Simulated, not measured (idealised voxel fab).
Process module under the name voxel spacer lines
This is section cut - it's 200 nm across, gridded in 5 nm square cells.
If you're reading a cross-section in this doc, picture square cells in a grid; it comes to you as bands, top ones listed first down to the bottom, and a band can be one or more rows of cells.
Look at the band entry: it leads with the top's height and the bottom's height in nm. Then it lists the materials left to right, with a width in nm for each. The word "everywhere" on a single material says that material fills the band edge to edge. The word "air" is empty space.
Height datum 0, below which the as-received substrate wafer is one material. Lowest band open at the bottom, running downward: "0 down".
Width: "30..40" (first number = top row, second number = bottom row, same change from row to row of cells).
A step reported as "nothing was modified" is a step in which no cell of the cross-section changed.
Entry "Unvented internal voids". Content: empty spaces with no open connection to the top, size 8 cells or greater. Each: width x height at distance. Distance: from left edge. Unit: nm.
Past the settings on a step's line: simulator remark, on that step.
For masked steps, "overlay nm" on the step line gives how far right of plan the mask actually lay; a minus sign means it lay to the left.
Process steps foreseen in the plan
1) RECEIVE with material Si
2) CONFORMAL_DEP with material Al2O3, thk nm 5
3) DIRECTIONAL_DEP with material TiN, thk nm 15
4) DIRECTIONAL_DEP with material aC, thk nm 25
5) PATTERN with tone cover, mask id MANDREL, material resist, width nm 20, pitch nm 60, thk nm 35, overlay nm 0
6) DIRECTIONAL_ETCH with etch materials aC, depth nm 25
7) STRIP with etch materials resist
8) CONFORMAL_DEP with material SiO2, thk nm 10
9) DIRECTIONAL_ETCH with etch materials SiO2, depth nm 10
10) STRIP with etch materials aC
11) DIRECTIONAL_ETCH with etch materials TiN, depth nm 15
12) STRIP with etch materials SiO2
13) FILL_DEP with material lowk, thk nm 5
14) CMP with height nm 20
The first of two wafers, run as planned
This is the cross-section of the wafer as we received it, i.e. after step 1
* 0 down: Si everywhere
* Unvented internal voids: none
After step 2, in cross-section
* 5 to 0: Al2O3 everywhere
* Beneath the level 0, the cross-section is identical to its previous state.
After step 3, in cross-section
* 20 to 5: TiN everywhere
* Beneath the level 5, the cross-section is identical to its previous state.
After step 4, in cross-section
* 45 to 20: aC everywhere
* Beneath the level 20, the cross-section is identical to its previous state.
After step 5, in cross-section
* 80 to 45: 60 nm air  20 nm resist  40 nm air  20 nm resist  60 nm air
* Beneath the level 45, the cross-section is identical to its previous state.
After step 6, in cross-section
* 55 to 45: 60 nm air  20 nm resist  40 nm air  20 nm resist  60 nm air
* 45 to 20: 60 nm air  20 nm aC  40 nm air  20 nm aC  60 nm air
* Beneath the level 20, the cross-section is identical to its previous state.
After step 7, in cross-section
* 45 to 20: 60 nm air  20 nm aC  40 nm air  20 nm aC  60 nm air
* Beneath the level 20, the cross-section is identical to its previous state.
After step 8, in cross-section
* 55 to 45: 50 nm air  40 nm SiO2  20 nm air  40 nm SiO2  50 nm air
* 45 to 30: 50 nm air  10 nm SiO2  20 nm aC  10 nm SiO2  20 nm air  10 nm SiO2  20 nm aC  10 nm SiO2  50 nm air
* 30 to 20: 60 nm SiO2  20 nm aC  40 nm SiO2  20 nm aC  60 nm SiO2
* Beneath the level 20, the cross-section is identical to its previous state.
After step 9, in cross-section
* 45 to 20: 50 nm air  10 nm SiO2  20 nm aC  10 nm SiO2  20 nm air  10 nm SiO2  20 nm aC  10 nm SiO2  50 nm air
* Beneath the level 20, the cross-section is identical to its previous state.
After step 10, in cross-section
* 45 to 20: 50 nm air  10 nm SiO2  20 nm air  10 nm SiO2  20 nm air  10 nm SiO2  20 nm air  10 nm SiO2  50 nm air
* Beneath the level 20, the cross-section is identical to its previous state.
After step 11, in cross-section
* 45 to 20: 50 nm air  10 nm SiO2  20 nm air  10 nm SiO2  20 nm air  10 nm SiO2  20 nm air  10 nm SiO2  50 nm air
* 20 to 5: 50 nm air  10 nm TiN  20 nm air  10 nm TiN  20 nm air  10 nm TiN  20 nm air  10 nm TiN  50 nm air
* Beneath the level 5, the cross-section is identical to its previous state.
After step 12, in cross-section
* 20 to 5: 50 nm air  10 nm TiN  20 nm air  10 nm TiN  20 nm air  10 nm TiN  20 nm air  10 nm TiN  50 nm air
* Beneath the level 5, the cross-section is identical to its previous state.
After step 13, in cross-section
* 25 to 20: lowk everywhere
* 20 to 5: 50 nm lowk  10 nm TiN  20 nm lowk  10 nm TiN  20 nm lowk  10 nm TiN  20 nm lowk  10 nm TiN  50 nm lowk
* Beneath the level 5, the cross-section is identical to its previous state.
After step 14, in cross-section
* 20 to 5: 50 nm lowk  10 nm TiN  20 nm lowk  10 nm TiN  20 nm lowk  10 nm TiN  20 nm lowk  10 nm TiN  50 nm lowk
* Beneath the level 5, the cross-section is identical to its previous state.
second wafer: like start, like plan, one mistake. Through step 2 it matches the first wafer
The second wafer in cross-section, at the planned close of step 3
* 15 to 5: TiN everywhere
* Beneath the level 5, the cross-section is identical to its previous state.
The second wafer in cross-section, at the planned close of step 4
* 40 to 15: aC everywhere
* Beneath the level 15, the cross-section is identical to its previous state.
The second wafer in cross-section, at the planned close of step 5
* 75 to 40: 60 nm air  20 nm resist  40 nm air  20 nm resist  60 nm air
* Beneath the level 40, the cross-section is identical to its previous state.
The second wafer in cross-section, at the planned close of step 6
* 50 to 40: 60 nm air  20 nm resist  40 nm air  20 nm resist  60 nm air
* 40 to 15: 60 nm air  20 nm aC  40 nm air  20 nm aC  60 nm air
* Beneath the level 15, the cross-section is identical to its previous state.
The second wafer in cross-section, at the planned close of step 7
* 40 to 15: 60 nm air  20 nm aC  40 nm air  20 nm aC  60 nm air
* Beneath the level 15, the cross-section is identical to its previous state.
The second wafer in cross-section, at the planned close of step 8
* 50 to 40: 50 nm air  40 nm SiO2  20 nm air  40 nm SiO2  50 nm air
* 40 to 25: 50 nm air  10 nm SiO2  20 nm aC  10 nm SiO2  20 nm air  10 nm SiO2  20 nm aC  10 nm SiO2  50 nm air
* 25 to 15: 60 nm SiO2  20 nm aC  40 nm SiO2  20 nm aC  60 nm SiO2
* Beneath the level 15, the cross-section is identical to its previous state.
The second wafer in cross-section, at the planned close of step 9
* 40 to 15: 50 nm air  10 nm SiO2  20 nm aC  10 nm SiO2  20 nm air  10 nm SiO2  20 nm aC  10 nm SiO2  50 nm air
* Beneath the level 15, the cross-section is identical to its previous state.
The second wafer in cross-section, at the planned close of step 10
* 40 to 15: 50 nm air  10 nm SiO2  20 nm air  10 nm SiO2  20 nm air  10 nm SiO2  20 nm air  10 nm SiO2  50 nm air
* Beneath the level 15, the cross-section is identical to its previous state.
The second wafer in cross-section, at the planned close of step 11
* 40 to 15: 50 nm air  10 nm SiO2  20 nm air  10 nm SiO2  20 nm air  10 nm SiO2  20 nm air  10 nm SiO2  50 nm air
* 15 to 5: 50 nm air  10 nm TiN  20 nm air  10 nm TiN  20 nm air  10 nm TiN  20 nm air  10 nm TiN  50 nm air
* Beneath the level 5, the cross-section is identical to its previous state.
The second wafer in cross-section, at the planned close of step 12
* 15 to 5: 50 nm air  10 nm TiN  20 nm air  10 nm TiN  20 nm air  10 nm TiN  20 nm air  10 nm TiN  50 nm air
* Beneath the level 5, the cross-section is identical to its previous state.
The second wafer in cross-section, at the planned close of step 13
* 20 to 15: lowk everywhere
* 15 to 5: 50 nm lowk  10 nm TiN  20 nm lowk  10 nm TiN  20 nm lowk  10 nm TiN  20 nm lowk  10 nm TiN  50 nm lowk
* Beneath the level 5, the cross-section is identical to its previous state.
The second wafer in cross-section, at the planned close of step 14: nothing was modified
Plan not followed: note that step 3 departed from the planned setting and was carried out as DIRECTIONAL_DEP with material TiN, thk nm 10
Looking at both finished wafers in cells, the second ends up ahead of or behind the first on some materials: TiN: 8 fewer, lowk: 8 more
